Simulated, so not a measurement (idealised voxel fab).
The following process module bears the name voxel local oxidation.
It is cross-section cut that appears here, measuring 140 nm in width, its square cells being 5 nm in size.
Cross-section = grid of square cells, listed top down in bands; band = one or more rows.
Band: top and bottom heights (nm) first, top before bottom; then materials from left to right, widths in nm. "full width" marks a sole material filling the band edge to edge. "blank" denotes empty space.
For the purposes of this specification, 0 denotes the height below which the wafer in its as-received condition is composed wholly of one material, and the lowermost band, lacking a lower limit, extends downward without end, as expressed in "0 and below".
Width: "30 to 40" (first number = top row, second number = bottom row, same change from row to row of cells).
"stayed the same" -> step changed no cross-section cell.
Entry "Encapsulated voids" = empty spaces >= 8 cells with no open way to the top; each as width x height at distance, distance from left edge, all nm.
It should be noted that, on the line of a given step, the content following the step's settings is a remark produced by the simulator itself with respect to that step.
The setting "overlay nm" may be written on the line of a step. When the step uses a mask, the value reports how far to the right of the planned place the mask lay, and a negative value reports that it lay to the left.

**Listed below are the process steps as planned**
1: RECEIVE: material Si
2: OXIDIZE: depth nm 5
3: CONFORMAL_DEP: material SiN, thk nm 10
4: PATTERN: tone cover, mask id ACTIVE, material resist, width nm 95, thk nm 15, overlay nm 0
5: DIRECTIONAL_ETCH: etch materials SiN, depth nm 10
6: STRIP: etch materials resist
7: SELECTIVE_ETCH: etch materials SiO2, depth nm 5
8: OXIDIZE: depth nm 10
9: STRIP: etch materials SiN

**Wafer as received: cross-section following step 1**
- 0 and below: Si full width
- Encapsulated voids: none

**The cross-section shown corresponds to the wafer at the conclusion of the module. The initial structure and the process plan are those presented above; however, one mistake occurred in executing the plan**
- 10 down to 0: 20 of blank  95 of SiN  25 of blank
- 0 down to -5: 25 of blank  85 of SiO2  30 of blank
- -5 down to -15: 35 of SiO2  65 of Si  40 of SiO2
- -15 and below: Si full width
- Encapsulated voids: none
Where did the run depart from the plan? step 9 from the plan never happened, it was just skipped
